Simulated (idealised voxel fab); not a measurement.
This section sets out a process module, namely voxel transistor to metal.
For reference, the cross-section in this document is cut, with width 190 nm and square cells of 5 nm.
Heads up, the way a cross-section reads in here is a grid of square cells, handed over as bands from the top down, with every band being one or more rows of cells. The entry gives the band's vertical extent as a top height and a bottom height in nm, then its horizontal make-up as materials from left to right, each with a width in nm. "blank" stands for empty space; a single material marked "everywhere" fills the band edge to edge. Height datum 0, below which the as-received substrate wafer is one material. Lowest band open at the bottom, running downward: "z 0 and below". A two-number width, for instance "30..40", indicates that the width is equal to the first number in the top row of the band and to the second number in the bottom row, and that it changes by a constant amount per row of cells. What does "no modification" mean for a step? It means no cell of the cross-section changed in that step. "Sealed voids" lists enclosed empty spaces (at least 8 cells, no open path upward to the top), each as width x height at distance from the left edge, in nm. Where a step's line continues beyond its settings, the continuation is a remark by the simulator itself on that step. overlay nm, on a step with a mask: how far to the right of its planned place the mask lay; to the left if negative.

Set out below are the planned steps of the process:
1 RECEIVE (material Si)
2 OXIDIZE (depth nm 5)
3 CONFORMAL_DEP (material SiN; thk nm 10)
4 MASKED_ETCH (tone cover; mask id ACTIVE; width nm 100; etch materials SiN; depth nm 10; overlay nm 0)
5 MASKED_ETCH (tone cover; mask id ACTIVE; width nm 100; etch materials SiO2; depth nm 5; overlay nm 0)
6 MASKED_ETCH (tone cover; mask id ACTIVE; width nm 100; etch materials Si; depth nm 35; overlay nm 0)
7 OXIDIZE (depth nm 5)
8 FILL_DEP (material SiO2; thk nm 15)
9 CMP (height nm 10)
10 SELECTIVE_ETCH (etch materials SiO2; depth nm 5)
11 STRIP (etch materials SiN)
12 SELECTIVE_ETCH (etch materials SiO2; depth nm 5)
13 OXIDIZE (depth nm 5)
14 DIRECTIONAL_DEP (material polySi; thk nm 20)
15 DIRECTIONAL_DEP (material SiCN; thk nm 10)
16 PATTERN (tone cover; mask id GATE; material resist; width nm 20; thk nm 20; overlay nm 0)
17 DIRECTIONAL_ETCH (etch materials SiCN; depth nm 20)
18 DIRECTIONAL_ETCH (etch materials polySi; depth nm 30)
19 STRIP (etch materials resist)
20 CONFORMAL_DEP (material SiO2; thk nm 5)
21 DIRECTIONAL_ETCH (etch materials SiO2; depth nm 5)
22 CONFORMAL_DEP (material SiN; thk nm 10)
23 DIRECTIONAL_ETCH (etch materials SiN; depth nm 10)
24 DIRECTIONAL_ETCH (etch materials SiO2; depth nm 5)
25 DIRECTIONAL_ETCH (etch materials Si; depth nm 10)
26 EPI (material nSi; thk nm 15)
27 FILL_DEP (material SiO2; thk nm 10)
28 CMP (height nm 25)
29 DIRECTIONAL_DEP (material SiO2; thk nm 15)
30 PATTERN (tone open; mask id CONTACT; material resist; width nm 15; pitch nm 75; thk nm 20; overlay nm 0)
31 DIRECTIONAL_ETCH (etch materials SiO2; depth nm 35)
32 STRIP (etch materials resist)
33 CONFORMAL_DEP (material TiN; thk nm 5)
34 FILL_DEP (material Ru; thk nm 10)
35 CMP (height nm 40)
36 CONFORMAL_DEP (material SiCN; thk nm 5)
37 DIRECTIONAL_DEP (material lowk; thk nm 15)
38 PATTERN (tone open; mask id METAL_1; material resist; width nm 15; pitch nm 75; thk nm 20; overlay nm 0)
39 DIRECTIONAL_ETCH (etch materials lowk; depth nm 5)
40 DIRECTIONAL_ETCH (etch materials SiCN; depth nm 5)
41 STRIP (etch materials resist)
42 CONFORMAL_DEP (material TiN; thk nm 5)
43 FILL_DEP (material Ru; thk nm 5)
44 CMP (height nm 60)
45 CONFORMAL_DEP (material SiN; thk nm 5)
Where the wafers of this document differ is in the depth nm of step 39; they start out the same, and the plan states the value that applied to the first wafer.

Step 1 complete: as-received cross-section of the first of several wafers:
> z 0 and below | Si everywhere
> Sealed voids: none

End-of-module cross-section, first of several wafers, after last step 45:
> z 65 to 60 | SiN everywhere
> z 60 to 55 | lowk 50; TiN 15; lowk 60; TiN 15; lowk 50
> z 55 to 45 | lowk everywhere
> z 45 to 40 | SiCN everywhere
> z 40 to 25 | SiO2 50; TiN 5; Ru 5; TiN 5; SiO2 60; TiN 5; Ru 5; TiN 5; SiO2 50
> z 25 to 15 | SiO2 50; TiN 5; Ru 5; TiN 5; SiO2 5; SiN 10; SiO2 5; SiCN 20; SiO2 5; SiN 10; SiO2 5; TiN 5; Ru 5; TiN 5; SiO2 50
> z 15 to 10 | SiO2 50; TiN 5; Ru 5; TiN 5; SiO2 5; SiN 10; SiO2 5; polySi 20; SiO2 5; SiN 10; SiO2 5; TiN 5; Ru 5; TiN 5; SiO2 50
> z 10 to 5 | SiO2 50; TiN 15; SiO2 5; SiN 10; SiO2 5; polySi 20; SiO2 5; SiN 10; SiO2 5; TiN 15; SiO2 50
> z 5 to 0 | SiO2 50; nSi 20; SiN 10; SiO2 5; polySi 20; SiO2 5; SiN 10; nSi 20; SiO2 50
> z 0 to -5 | SiO2 45; SiN 10; nSi 15; SiN 10; SiO2 5; polySi 20; SiO2 5; SiN 10; nSi 15; SiN 10; SiO2 45
> z -5 to -10 | SiO2 55; nSi 15; SiO2 50; nSi 15; SiO2 55
> z -10 to -20 | SiO2 50; Si 5; nSi 15; Si 50; nSi 15; Si 5; SiO2 50
> z -20 to -45 | SiO2 50; Si 90; SiO2 50
> z -45 and below | Si everywhere
> Sealed voids: none

Last wafer, end of module, cross-section:
> z 65 to 60 | SiN everywhere
> z 60 to 45 | lowk 50; TiN 5; Ru 5; TiN 5; lowk 60; TiN 5; Ru 5; TiN 5; lowk 50
> z 45 to 40 | SiCN 50; TiN 15; SiCN 60; TiN 15; SiCN 50
> z 40 to 25 | SiO2 50; TiN 5; Ru 5; TiN 5; SiO2 60; TiN 5; Ru 5; TiN 5; SiO2 50
> z 25 to 15 | SiO2 50; TiN 5; Ru 5; TiN 5; SiO2 5; SiN 10; SiO2 5; SiCN 20; SiO2 5; SiN 10; SiO2 5; TiN 5; Ru 5; TiN 5; SiO2 50
> z 15 to 10 | SiO2 50; TiN 5; Ru 5; TiN 5; SiO2 5; SiN 10; SiO2 5; polySi 20; SiO2 5; SiN 10; SiO2 5; TiN 5; Ru 5; TiN 5; SiO2 50
> z 10 to 5 | SiO2 50; TiN 15; SiO2 5; SiN 10; SiO2 5; polySi 20; SiO2 5; SiN 10; SiO2 5; TiN 15; SiO2 50
> z 5 to 0 | SiO2 50; nSi 20; SiN 10; SiO2 5; polySi 20; SiO2 5; SiN 10; nSi 20; SiO2 50
> z 0 to -5 | SiO2 45; SiN 10; nSi 15; SiN 10; SiO2 5; polySi 20; SiO2 5; SiN 10; nSi 15; SiN 10; SiO2 45
> z -5 to -10 | SiO2 55; nSi 15; SiO2 50; nSi 15; SiO2 55
> z -10 to -20 | SiO2 50; Si 5; nSi 15; Si 50; nSi 15; Si 5; SiO2 50
> z -20 to -45 | SiO2 50; Si 90; SiO2 50
> z -45 and below | Si everywhere
> Sealed voids: none

Below is a per-wafer table. In it, each row describes the wafer at the end of the module by giving, for each material, the number of cells gained (+) or lost (-) since the wafer was received, and after that the closed voids of the wafer:
depth nm 5; +12 Ru; -228 Si; +46 SiCN; +66 SiN; +406 SiO2; +36 TiN; +108 lowk; +32 nSi; +16 polySi; Sealed voids: none
depth nm 10; +14 Ru; -228 Si; +46 SiCN; +66 SiN; +406 SiO2; +40 TiN; +102 lowk; +32 nSi; +16 polySi; Sealed voids: none
depth nm 15; +18 Ru; -228 Si; +40 SiCN; +66 SiN; +406 SiO2; +48 TiN; +96 lowk; +32 nSi; +16 polySi; Sealed voids: none
depth nm 20; +18 Ru; -228 Si; +40 SiCN; +66 SiN; +406 SiO2; +48 TiN; +96 lowk; +32 nSi; +16 polySi; Sealed voids: none
depth nm 25; +18 Ru; -228 Si; +40 SiCN; +66 SiN; +406 SiO2; +48 TiN; +96 lowk; +32 nSi; +16 polySi; Sealed voids: none
depth nm 30; +18 Ru; -228 Si; +40 SiCN; +66 SiN; +406 SiO2; +48 TiN; +96 lowk; +32 nSi; +16 polySi; Sealed voids: none
